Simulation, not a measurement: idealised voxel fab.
This section sets out a process module, namely voxel gate over fins.
The cross-section on display is named cut; it measures 180 nm wide, and its cells are 5 nm squares.
Think of the cross-section as a grid of square cells. We describe it in bands, top to bottom, and each band covers one or more rows of those cells. Read a band's entry like this: the first values are the height of its top and the height of its bottom in nm, and what follows is the sequence of materials from left to right, each with its width in nm. Note that "air" is empty space, and that a single material marked "everywhere" reaches across the band from edge to edge. Convention: height 0 is the level below which the wafer, as received, is all one material. The lowest band does not terminate at the bottom but continues downward, represented as "from 0 down". The two numbers in a width such as "30 to 40" mark its ends across the band: the first belongs to the top row of cells, the second to the bottom row, and from each row to the next the width moves by the same amount. You'll sometimes find "remains unaltered" written for a step, and that's the way of saying that nowhere in the cross-section did a cell change during that step. What "Enclosed void list" gives you is every empty space of 8 cells or more that is cut off from the top. Each appears as width x height at distance, with the distance taken from the left edge and width, height and distance all in nm. Past the settings on a step's line: simulator remark, on that step. overlay nm: how far to the right of its planned place the mask lay on this masked step (negative: to the left).
[Process steps (planned)]
1 RECEIVE: material Si
2 CONFORMAL_DEP: material SiN, thk nm 5
3 DIRECTIONAL_DEP: material aC, thk nm 15
4 PATTERN: tone cover, mask id FINS, material resist, width nm 15, pitch nm 40, thk nm 35, overlay nm 0
5 DIRECTIONAL_ETCH: etch materials aC, depth nm 15
6 STRIP: etch materials resist
7 DIRECTIONAL_ETCH: etch materials SiN, depth nm 5
8 DIRECTIONAL_ETCH: etch materials Si, depth nm 30
9 STRIP: etch materials aC
10 FILL_DEP: material SiO2, thk nm 10
11 CMP: height nm 5
12 SELECTIVE_ETCH: etch materials SiO2, depth nm 15
13 STRIP: etch materials SiN
14 CONFORMAL_DEP: material HfO2, thk nm 5
15 CONFORMAL_DEP: material TiN, thk nm 5
16 FILL_DEP: material W, thk nm 10
17 CMP: height nm 15
18 CONFORMAL_DEP: material SiCN, thk nm 5
[Incoming wafer, cross-sectional view, post step 1]
from 0 down | Si everywhere
Enclosed void list: none
[The plan above was carried out on the starting structure above with one mistake, and this cross-section shows the wafer at the end of the module]
from 20 to 15 | SiCN everywhere
from 15 to 10 | W everywhere
from 10 to 5 | 20 W / 35 TiN / 5 W / 35 TiN / 5 W / 35 TiN / 5 W / 35 TiN / 5 W
from 5 to 0 | 20 W / 5 TiN / 25 HfO2 / 5 TiN / 5 W / 5 TiN / 25 HfO2 / 5 TiN / 5 W / 5 TiN / 25 HfO2 / 5 TiN / 5 W / 5 TiN / 25 HfO2 / 5 TiN / 5 W
from 0 to -5 | 25 TiN / 5 HfO2 / 15 Si / 5 HfO2 / 15 TiN / 5 HfO2 / 15 Si / 5 HfO2 / 15 TiN / 5 HfO2 / 15 Si / 5 HfO2 / 15 TiN / 5 HfO2 / 15 Si / 5 HfO2 / 10 TiN
from -5 to -10 | 30 HfO2 / 15 Si / 25 HfO2 / 15 Si / 25 HfO2 / 15 Si / 25 HfO2 / 15 Si / 15 HfO2
from -10 to -30 | 30 SiO2 / 15 Si / 25 SiO2 / 15 Si / 25 SiO2 / 15 Si / 25 SiO2 / 15 Si / 15 SiO2
from -30 down | Si everywhere
Enclosed void list: none
Nonconformance to the process plan: it should be noted that step 4 was executed with settings other than those planned, the operation and settings actually applied being PATTERN: tone cover, mask id FINS, material resist, width nm 15, pitch nm 40, thk nm 35, overlay nm 10
